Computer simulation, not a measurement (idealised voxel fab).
process module | voxel gate over fins
cross-section cut | 190 nm wide | cells 5 nm
A cross-section is a grid of square cells, given in bands from the top down. A band is one or more rows of cells.
Each band's line starts with the height of the band's top and of its bottom, in nm. Then come its materials from left to right, each with its width in nm. One material with "throughout" fills the band from edge to edge. "air" is empty space.
Height 0 is the level under which the wafer as received is all one material. The lowest band goes on downwards, as in "0 down".
A width such as "30 to 40" changes by the same amount from each row of cells to the next, from the band's top row to its bottom row.
"no change" after a step means that no cell of the cross-section changed.
closed voids: empty space of 8 cells or more with no open way to the top, each as width x height at its distance from the left edge, in nm
after a step's settings: what the simulator itself notes on the step
overlay nm, on a step with a mask: how far to the right of its planned place the mask lay; to the left if negative
plan
1 op RECEIVE | material Si
2 op CONFORMAL_DEP | material SiN | thk nm 5
3 op MASKED_ETCH | tone cover | mask id FINS | width nm 15 | pitch nm 50 | etch materials SiN | depth nm 5 | overlay nm 0
4 op MASKED_ETCH | tone cover | mask id FINS | width nm 15 | pitch nm 50 | etch materials Si | depth nm 30 | overlay nm 0
5 op FILL_DEP | material SiO2 | thk nm 5
6 op CMP | height nm 5
7 op DIRECTIONAL_DEP | material aC | thk nm 15
8 op PATTERN | tone open | mask id RAIL | material resist | width nm 15 | thk nm 30 | overlay nm 0
9 op DIRECTIONAL_ETCH | etch materials aC | depth nm 15
10 op STRIP | etch materials resist
11 op DIRECTIONAL_ETCH | etch materials SiO2 | depth nm 30
12 op STRIP | etch materials aC
13 op CONFORMAL_DEP | material TiN | thk nm 5
14 op FILL_DEP | material W | thk nm 5
15 op CMP | height nm 5
16 op SELECTIVE_ETCH | etch materials W Ru TiN | depth nm 25
17 op FILL_DEP | material SiO2 | thk nm 5
18 op CMP | height nm 5
19 op SELECTIVE_ETCH | etch materials SiO2 | depth nm 15
20 op STRIP | etch materials SiN
21 op CONFORMAL_DEP | material HfO2 | thk nm 5
22 op CONFORMAL_DEP | material TiN | thk nm 5
23 op FILL_DEP | material W | thk nm 15
24 op CMP | height nm 20
25 op CONFORMAL_DEP | material SiCN | thk nm 5
as received, after step 1
  0 down: Si throughout
  closed voids: none
first wafer at the end, as planned
  25 to 20: SiCN throughout
  20 to 10: W throughout
  10 to 5: W 25 | TiN 35 | W 15 | TiN 35 | W 15 | TiN 35 | W 30
  5 to 0: W 25 | TiN 5 | HfO2 25 | TiN 5 | W 15 | TiN 5 | HfO2 25 | TiN 5 | W 15 | TiN 5 | HfO2 25 | TiN 5 | W 30
  0 to -5: TiN 30 | HfO2 5 | Si 15 | HfO2 5 | TiN 25 | HfO2 5 | Si 15 | HfO2 5 | TiN 25 | HfO2 5 | Si 15 | HfO2 5 | TiN 35
  -5 to -10: HfO2 35 | Si 15 | HfO2 35 | Si 15 | HfO2 35 | Si 15 | HfO2 40
  -10 to -20: SiO2 35 | Si 15 | SiO2 35 | Si 15 | SiO2 35 | Si 15 | SiO2 40
  -20 to -25: SiO2 35 | Si 15 | SiO2 10 | TiN 15 | SiO2 10 | Si 15 | SiO2 35 | Si 15 | SiO2 40
  -25 to -30: SiO2 35 | Si 15 | SiO2 35 | Si 15 | SiO2 35 | Si 15 | SiO2 40
  -30 down: Si throughout
  closed voids: none
second wafer at the end: like start, like plan, one mistake
  25 to 20: SiCN throughout
  20 to 5: W throughout
  5 to 0: W 30 | TiN 25 | W 25 | TiN 25 | W 25 | TiN 25 | W 35
  0 to -5: W 30 | TiN 5 | Si 15 | TiN 5 | W 25 | TiN 5 | Si 15 | TiN 5 | W 25 | TiN 5 | Si 15 | TiN 5 | W 35
  -5 to -10: TiN 35 | Si 15 | TiN 35 | Si 15 | TiN 35 | Si 15 | TiN 40
  -10 to -20: SiO2 35 | Si 15 | SiO2 35 | Si 15 | SiO2 35 | Si 15 | SiO2 40
  -20 to -25: SiO2 35 | Si 15 | SiO2 10 | TiN 15 | SiO2 10 | Si 15 | SiO2 35 | Si 15 | SiO2 40
  -25 to -30: SiO2 35 | Si 15 | SiO2 35 | Si 15 | SiO2 35 | Si 15 | SiO2 40
  -30 down: Si throughout
  closed voids: none
what went wrong: step 21 was left out
at the end the second wafer has, in cells: 50 fewer of HfO2 | 50 more of W
